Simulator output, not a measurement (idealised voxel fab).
The name of this process module is voxel self aligned vias.
Pictured: cross-section cut, 255 nm wide, on a grid of 5 nm square cells.
If you're reading a cross-section in this doc, picture square cells in a grid; it comes to you as bands, top ones listed first down to the bottom, and a band can be one or more rows of cells. This entry defines a band. It first specifies the height of the band's top and the height of its bottom in nm, and then specifies the band's materials from left to right, stating each material with its width in nm. The word "throughout" identifies a single material that fills the band from edge to edge, while the word "blank" identifies empty space. Convention: height 0 is the level below which the wafer, as received, is all one material. The lowest band does not terminate at the bottom but continues downward, represented as "0 and below". It should be noted that a width expressed as "30..40" varies in equal increments from row to row of cells within the band, taking the value of the first number at the top row and that of the second number at the bottom row. "nothing changed" means the step left every cell of the cross-section as it was. Basically, "Enclosed void listing" tells you about the enclosed voids: empty spaces with no open way to the top, 8 cells or bigger, each written width x height at distance, where distance is from the left edge, all in nm. It should be noted that, on the line of a given step, the content following the step's settings is a remark produced by the simulator itself with respect to that step. For masked steps, "overlay nm" on the step line gives how far right of plan the mask actually lay; a minus sign means it lay to the left.

[Planned process steps]
1) RECEIVE, material Si
2) CONFORMAL_DEP, material SiO2, thk nm 10
3) CONFORMAL_DEP, material SiCN, thk nm 5
4) DIRECTIONAL_DEP, material SiO2, thk nm 20
5) DIRECTIONAL_DEP, material aC, thk nm 15
6) PATTERN, tone open, mask id LINES, material resist, width nm 30, pitch nm 55, thk nm 35, overlay nm 0
7) DIRECTIONAL_ETCH, etch materials aC, depth nm 15
8) STRIP, etch materials resist
9) DIRECTIONAL_ETCH, etch materials SiO2, depth nm 20
10) STRIP, etch materials aC
11) CONFORMAL_DEP, material TiN, thk nm 5
12) FILL_DEP, material Ru, thk nm 5
13) CMP, height nm 35
14) SELECTIVE_ETCH, etch materials W Ru TiN, depth nm 5
15) FILL_DEP, material SiN, thk nm 10
16) CMP, height nm 35
17) DIRECTIONAL_DEP, material SiO2, thk nm 20
18) PATTERN, tone open, mask id VIAS, material resist, width nm 40, pitch nm 110, thk nm 20, overlay nm 0
19) DIRECTIONAL_ETCH, etch materials SiO2, depth nm 20
20) DIRECTIONAL_ETCH, etch materials SiN, depth nm 5
21) STRIP, etch materials resist
22) CONFORMAL_DEP, material TiN, thk nm 5
23) FILL_DEP, material W, thk nm 5
24) CMP, height nm 55
25) CONFORMAL_DEP, material SiCN, thk nm 5

[The cross-section here shows the wafer as received, i.e. in its state after step 1]
    0 and below: Si throughout
    Enclosed void listing: none

[Cross-section taken at module completion on the first of two wafers; processed per the plan]
    60 down to 55: SiCN throughout
    55 down to 40: SiO2 50 nm; TiN 5 nm; W 30 nm; TiN 5 nm; SiO2 70 nm; TiN 5 nm; W 30 nm; TiN 5 nm; SiO2 55 nm
    40 down to 35: SiO2 50 nm; TiN 10 nm; W 20 nm; TiN 10 nm; SiO2 70 nm; TiN 10 nm; W 20 nm; TiN 10 nm; SiO2 55 nm
    35 down to 30: SiO2 55 nm; TiN 30 nm; SiO2 25 nm; SiN 30 nm; SiO2 25 nm; TiN 30 nm; SiO2 60 nm
    30 down to 20: SiO2 55 nm; TiN 5 nm; Ru 20 nm; TiN 5 nm; SiO2 25 nm; TiN 5 nm; Ru 20 nm; TiN 5 nm; SiO2 25 nm; TiN 5 nm; Ru 20 nm; TiN 5 nm; SiO2 60 nm
    20 down to 15: SiO2 55 nm; TiN 30 nm; SiO2 25 nm; TiN 30 nm; SiO2 25 nm; TiN 30 nm; SiO2 60 nm
    15 down to 10: SiCN throughout
    10 down to 0: SiO2 throughout
    0 and below: Si throughout
    Enclosed void listing: none

[Cross-section of the latter of the two wafers at module completion. It had an identical start and an identical plan to the former; in running it, one mistake was made]
    60 down to 55: SiCN throughout
    55 down to 35: SiO2 50 nm; TiN 5 nm; W 30 nm; TiN 5 nm; SiO2 70 nm; TiN 5 nm; W 30 nm; TiN 5 nm; SiO2 55 nm
    35 down to 30: SiN 50 nm; TiN 40 nm; SiN 70 nm; TiN 40 nm; SiN 55 nm
    30 down to 15: SiO2 55 nm; TiN 5 nm; Ru 20 nm; TiN 5 nm; SiO2 25 nm; TiN 5 nm; Ru 20 nm; TiN 5 nm; SiO2 25 nm; TiN 5 nm; Ru 20 nm; TiN 5 nm; SiO2 60 nm
    15 down to 10: SiO2 55 nm; TiN 30 nm; SiO2 25 nm; TiN 30 nm; SiO2 25 nm; TiN 30 nm; SiO2 60 nm
    10 down to 5: SiCN throughout
    5 down to 0: SiO2 throughout
    0 and below: Si throughout
    Enclosed void listing: none
Deviation from plan: step 2, actual vs plan mismatch, actual run CONFORMAL_DEP, material SiO2, thk nm 5
Per the end-of-run cell counts, the second wafer holds more or fewer of some materials than the first: Ru +12, SiN +29, SiO2 -51, TiN +6, W +4
